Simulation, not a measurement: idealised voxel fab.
Process module in this document: voxel released beams
Cross-sectional view cut (width: 150 nm; square cell size: 5 nm).
Cross-section spec: square-cell grid; bands listed top down; each band is one or more rows. Band entry format. Leading values: height of top, height of bottom, nm. Remainder: materials in left-to-right order, each with its width in nm. Special words: "edge to edge" on a single material, which then fills the band edge to edge; "air", empty space. All heights in this document are referenced to 0, defined as the level beneath which the wafer, as received, consists entirely of one material. The lowest band is not bounded below; it extends indefinitely downward and is written in the form "0 nm and below". Width spec "30..40" -> top row of cells at first value, bottom row at second value, equal per-row change in between. Reading "no alteration" for a step: not a cell of the cross-section changed in it. This entry, "Enclosed void inventory", enumerates those empty regions of no fewer than 8 cells that possess no open connection to the top. Each region is reported in the form width x height at distance, the distance being taken from the left edge, with all three quantities expressed in nm. Read whatever lies past the settings on a step's line as the simulator's own remark about the step. For masked steps, "overlay nm" on the step line gives how far right of plan the mask actually lay; a minus sign means it lay to the left.

### Steps in the process plan
- 1: RECEIVE [material Si]
- 2: CONFORMAL_DEP [material Al2O3] [thk nm 5]
- 3: DIRECTIONAL_DEP [material SiO2] [thk nm 10]
- 4: PATTERN [tone open] [mask id ANCHOR] [material resist] [width nm 15] [thk nm 20] [overlay nm 0]
- 5: DIRECTIONAL_ETCH [etch materials SiO2] [depth nm 10]
- 6: STRIP [etch materials resist]
- 7: CONFORMAL_DEP [material SiN] [thk nm 10]
- 8: PATTERN [tone cover] [mask id BEAM] [material resist] [width nm 110] [thk nm 15] [overlay nm 0]
- 9: DIRECTIONAL_ETCH [etch materials SiN] [depth nm 10]
- 10: STRIP [etch materials resist]
- 11: STRIP [etch materials SiO2]
What sets these wafers apart? The width nm at step 4. They all start alike, and the plan carries the first wafer's value.

### Received wafers, first of several: cross-section after step 1
  0 nm and below  Si edge to edge
  Enclosed void inventory: none

### Wafer rows, end of module: cells per material gained (+) or lost (-) since receipt; closed voids last
width nm 15, +30 Al2O3, +50 SiN, Enclosed void inventory: none
width nm 20, +30 Al2O3, +52 SiN, Enclosed void inventory: none
width nm 25, +30 Al2O3, +52 SiN, Enclosed void inventory: none
width nm 30, +30 Al2O3, +52 SiN, Enclosed void inventory: none
width nm 35, +30 Al2O3, +52 SiN, Enclosed void inventory: none
width nm 40, +30 Al2O3, +52 SiN, Enclosed void inventory: none
